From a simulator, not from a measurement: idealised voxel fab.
This is a process module. Its name is voxel released beams.
FYI the section here is cut, 235 nm wide, cells are 5 nm squares.
Think of the cross-section as a grid of square cells. We describe it in bands, top to bottom, and each band covers one or more rows of those cells. For a band, the entry starts with two heights in nm, that of the top and then that of the bottom, and carries on with the band's materials in order from left to right, each alongside its width in nm; the word "all across" beside a single material means it fills the band edge to edge, and "blank" means empty space. The reference from which all heights are counted is 0, the level beneath which the as-received wafer is entirely one material; the lowest band, having no lower bound, proceeds downward and is written after the example "0 nm and below". Width "30 to 40": first value at the band's top row of cells, second value at its bottom row, equal change from row to row. "nothing got changed" (step): cross-section cells unchanged, all of them. Basically, "Closed internal cavities" tells you about the enclosed voids: empty spaces with no open way to the top, 8 cells or bigger, each written width x height at distance, where distance is from the left edge, all in nm. Text after the settings on a step's line: the simulator's own remark on that step. overlay nm: how far to the right of its planned place the mask lay on this masked step (negative: to the left).

## Process steps foreseen in the plan
- 1: RECEIVE [material Si]
- 2: CONFORMAL_DEP [material SiN] [thk nm 10]
- 3: DIRECTIONAL_DEP [material SiO2] [thk nm 15]
- 4: DIRECTIONAL_DEP [material aC] [thk nm 10]
- 5: PATTERN [tone open] [mask id ANCHOR] [material resist] [width nm 35] [thk nm 25] [overlay nm 0]
- 6: DIRECTIONAL_ETCH [etch materials aC] [depth nm 10]
- 7: STRIP [etch materials resist]
- 8: DIRECTIONAL_ETCH [etch materials SiO2] [depth nm 15]
- 9: STRIP [etch materials aC]
- 10: CONFORMAL_DEP [material TiN] [thk nm 10]
- 11: DIRECTIONAL_DEP [material aC] [thk nm 15]
- 12: PATTERN [tone cover] [mask id BEAM] [material resist] [width nm 90] [thk nm 30] [overlay nm 0]
- 13: DIRECTIONAL_ETCH [etch materials aC] [depth nm 15]
- 14: STRIP [etch materials resist]
- 15: DIRECTIONAL_ETCH [etch materials TiN] [depth nm 10]
- 16: STRIP [etch materials aC]
- 17: STRIP [etch materials SiO2]

## Here's what the wafer looked like in cross-section when it arrived - that's after step 1
  0 nm and below: Si all across
  Closed internal cavities: none

## Cross-section, end of module. Start: as above. Plan: as above. Execution: one mistake
  25 nm to 15 nm: blank=70 | TiN=15 | blank=15 | TiN=60 | blank=75
  15 nm to 10 nm: blank=75 | TiN=10 | blank=15 | TiN=10 | blank=125
  10 nm to 0 nm: blank=75 | TiN=35 | blank=125
  0 nm and below: Si all across
  Closed internal cavities: none
What went wrong in running the wafer? step 2 of the plan was bypassed and not carried out
